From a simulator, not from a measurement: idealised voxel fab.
Process module in this document: voxel capacitor over wiring
Each square cell in cross-section cut measures 5 nm, and the section as a whole is 280 nm wide.
When this document writes out a cross-section, it uses a grid of square cells and lists it as bands, beginning at the top and moving down, with a band standing for one or more rows of cells.
Per band: top height and bottom height in nm, followed by the left-to-right materials and their widths in nm; "full width" marks a single material spanning edge to edge, "air" marks empty space.
Note: height 0 marks the level under which the wafer is uniformly one material as received. Lowest band unbounded below, written "0 down".
When a width is written as two numbers, as in "30..40", the first number is the width in the top row of cells of the band and the second is the width in its bottom row, and the width changes by the same amount from each row to the next.
"nothing got changed" means the step left every cell of the cross-section as it was.
"Cavities, closed" contains a list of empty spaces, each no smaller than 8 cells and without an open way to the top, written in the form width x height at distance with the distance from the left edge and all three in nm.
Anything after a step's settings on that line? It's the simulator's own note about the step.
overlay nm: step with mask; distance mask lay right of planned place; negative value = left of planned place.
## Planned process steps
1 RECEIVE: material Si
2 CONFORMAL_DEP: material SiO2, thk nm 10
3 CONFORMAL_DEP: material SiN, thk nm 5
4 DIRECTIONAL_DEP: material lowk, thk nm 20
5 DIRECTIONAL_DEP: material aC, thk nm 10
6 PATTERN: tone open, mask id METAL_1, material resist, width nm 30, pitch nm 80, thk nm 25, overlay nm 0
7 DIRECTIONAL_ETCH: etch materials aC, depth nm 10
8 STRIP: etch materials resist
9 DIRECTIONAL_ETCH: etch materials lowk, depth nm 20
10 DIRECTIONAL_ETCH: etch materials SiN, depth nm 5
11 STRIP: etch materials aC
12 CONFORMAL_DEP: material TiN, thk nm 5
13 FILL_DEP: material Ru, thk nm 10
14 CMP: height nm 35
15 EPI: material Ru, thk nm 5
16 FILL_DEP: material SiCN, thk nm 5
17 DIRECTIONAL_DEP: material SiO2, thk nm 20
18 PATTERN: tone open, mask id PLUG_1, material resist, width nm 15, thk nm 15, overlay nm 0
19 DIRECTIONAL_ETCH: etch materials SiO2, depth nm 20
20 DIRECTIONAL_ETCH: etch materials SiCN, depth nm 5
21 STRIP: etch materials resist
22 EPI: material Ru, thk nm 10
23 EPI: material Ru, thk nm 10
24 EPI: material Ru, thk nm 5
25 DIRECTIONAL_DEP: material TiN, thk nm 5
26 DIRECTIONAL_DEP: material Al2O3, thk nm 5
27 DIRECTIONAL_DEP: material TiN, thk nm 5
28 MASKED_ETCH: tone cover, mask id UPPER_PLATE, width nm 55, etch materials TiN, depth nm 5, overlay nm 0
29 MASKED_ETCH: tone cover, mask id UPPER_PLATE, width nm 55, etch materials Al2O3, depth nm 5, overlay nm 0
30 PATTERN: tone cover, mask id LOWER_PLATE, material resist, width nm 65, thk nm 20, overlay nm 0
31 DIRECTIONAL_ETCH: etch materials TiN, depth nm 5
32 STRIP: etch materials resist
33 FILL_DEP: material SiO2, thk nm 15
34 CMP: height nm 90
35 PATTERN: tone open, mask id PLUG_2, material resist, width nm 15, thk nm 20, overlay nm 0
36 DIRECTIONAL_ETCH: etch materials SiO2, depth nm 10
37 STRIP: etch materials resist
38 CONFORMAL_DEP: material TiN, thk nm 5
39 FILL_DEP: material W, thk nm 5
40 CMP: height nm 90
41 CONFORMAL_DEP: material SiN, thk nm 5
## Step 1 complete: cross-section of the wafer as received
> 0 down = Si full width
> Cavities, closed: none
## Same starting wafer, same plan as above, one mistake in the execution; this is the cross-section at the end of the module
> 95 to 90 = SiN full width
> 90 to 85 = 100 of SiO2, 55 of Al2O3, 125 of SiO2
> 85 to 80 = 95 of SiO2, 65 of TiN, 120 of SiO2
> 80 to 60 = 100 of SiO2, 15 of Ru, 165 of SiO2
> 60 to 55 = 100 of SiCN, 15 of Ru, 165 of SiCN
> 55 to 40 = Ru full width
> 40 to 35 = 90 of TiN, 20 of Ru, 60 of TiN, 20 of Ru, 90 of TiN
> 35 to 15 = 85 of lowk, 5 of TiN, 20 of Ru, 5 of TiN, 50 of lowk, 5 of TiN, 20 of Ru, 5 of TiN, 85 of lowk
> 15 to 10 = 85 of SiN, 30 of TiN, 50 of SiN, 30 of TiN, 85 of SiN
> 10 to 0 = SiO2 full width
> 0 down = Si full width
> Cavities, closed: none
Processing error: plan step 14: skipped, not run
